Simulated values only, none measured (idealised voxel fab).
Process module in this document: voxel self aligned contacts
It is cross-section cut that appears here, measuring 290 nm in width, its square cells being 5 nm in size.
Bands, listed from the top down, are how a cross-section gets written in this document; the cross-section itself is a grid of square cells, and a band is one or more rows of them.
The entry gives the band's vertical extent as a top height and a bottom height in nm, then its horizontal make-up as materials from left to right, each with a width in nm. "blank" stands for empty space; a single material marked "full width" fills the band edge to edge.
Ref level 0: as-received wafer is one material below here. Bottom band extends down with no lower bound ("0..down").
Width: "30 to 40" (first number = top row, second number = bottom row, same change from row to row of cells).
Where a step carries "nothing was modified", the cross-section came out of it unchanged, cell for cell.
What "Sealed void listing" gives you is every empty space of 8 cells or more that is cut off from the top. Each appears as width x height at distance, with the distance taken from the left edge and width, height and distance all in nm.
Heads up: the bit after the settings on a step's line is the simulator's remark on that step.
"overlay nm" denotes, for a step that has a mask, the displacement of the mask to the right of its planned place, with negative values corresponding to the left.
**Listed below are the process steps as planned**
1,RECEIVE (material Si)
2,CONFORMAL_DEP (material SiO2; thk nm 5)
3,DIRECTIONAL_DEP (material polySi; thk nm 25)
4,DIRECTIONAL_DEP (material SiN; thk nm 25)
5,PATTERN (tone cover; mask id GATE; material resist; width nm 25; pitch nm 60; thk nm 15; overlay nm 0)
6,DIRECTIONAL_ETCH (etch materials SiN; depth nm 25)
7,DIRECTIONAL_ETCH (etch materials polySi; depth nm 25)
8,STRIP (etch materials resist)
9,CONFORMAL_DEP (material SiN; thk nm 10)
10,DIRECTIONAL_ETCH (etch materials SiN; depth nm 10)
11,FILL_DEP (material SiO2; thk nm 15)
12,CMP (height nm 65)
13,DIRECTIONAL_DEP (material aC; thk nm 10)
14,PATTERN (tone open; mask id CONTACT; material resist; width nm 45; pitch nm 60; thk nm 30; overlay nm 0)
15,DIRECTIONAL_ETCH (etch materials aC; depth nm 10)
16,STRIP (etch materials resist)
17,DIRECTIONAL_ETCH (etch materials SiO2; depth nm 65)
18,STRIP (etch materials aC)
19,CONFORMAL_DEP (material TiN; thk nm 5)
20,FILL_DEP (material W; thk nm 10)
21,CMP (height nm 65)
22,CONFORMAL_DEP (material SiCN; thk nm 5)
**Received-state cross-section, reflecting completion of step 1**
    0..down: Si full width
    Sealed void listing: none
**Cross-section, first of two wafers, end of module, run as planned**
    70..65: SiCN full width
    65..55: SiO2: 90 | TiN: 5 to 20 | W: 35 to 5 | TiN: 5 to 20 | SiO2: 15 | TiN: 5 to 20 | W: 35 to 5 | TiN: 5 to 20 | SiO2: 95
    55..30: SiO2: 60 | SiN: 45 | TiN: 5 | W: 5 | TiN: 5 | SiN: 45 | TiN: 5 | W: 5 | TiN: 5 | SiN: 45 | SiO2: 65
    30..5: SiO2: 60 | SiN: 10 | polySi: 25 | SiN: 10 | TiN: 5 | W: 5 | TiN: 5 | SiN: 10 | polySi: 25 | SiN: 10 | TiN: 5 | W: 5 | TiN: 5 | SiN: 10 | polySi: 25 | SiN: 10 | SiO2: 65
    5..0: SiO2: 105 | TiN: 15 | SiO2: 45 | TiN: 15 | SiO2: 110
    0..down: Si full width
    Sealed void listing: none
**What the second wafer looks like in cross-section once the module is done. Its start and its plan matched the first wafer's exactly; what differed was one mistake in how it was run**
    70..65: SiCN full width
    65..55: SiO2: 90 | TiN: 5 to 20 | W: 35 to 5 | TiN: 5 to 20 | SiO2: 15 | TiN: 5 to 20 | W: 35 to 5 | TiN: 5 to 20 | SiO2: 95
    55..30: SiO2: 60 | SiN: 45 | TiN: 5 | W: 5 | TiN: 5 | SiN: 45 | TiN: 5 | W: 5 | TiN: 5 | SiN: 45 | SiO2: 65
    30..20: SiO2: 60 | SiN: 10 | polySi: 25 | SiN: 10 | TiN: 5 | W: 5 | TiN: 5 | SiN: 10 | polySi: 25 | SiN: 10 | TiN: 5 | W: 5 | TiN: 5 | SiN: 10 | polySi: 25 | SiN: 10 | SiO2: 65
    20..15: SiO2: 60 | SiN: 10 | polySi: 25 | SiN: 10 | TiN: 15 | SiN: 10 | polySi: 25 | SiN: 10 | TiN: 15 | SiN: 10 | polySi: 25 | SiN: 10 | SiO2: 65
    15..5: SiN: 70 | polySi: 25 | SiN: 35 | polySi: 25 | SiN: 35 | polySi: 25 | SiN: 75
    5..0: SiO2 full width
    0..down: Si full width
    Sealed void listing: none
What was the processing mistake? sequence error: steps 9 and 10 interchanged
Wafer comparison, final, in cells, second relative to first, materials more or fewer: SiN +62 | SiO2 -44 | TiN -12 | W -6
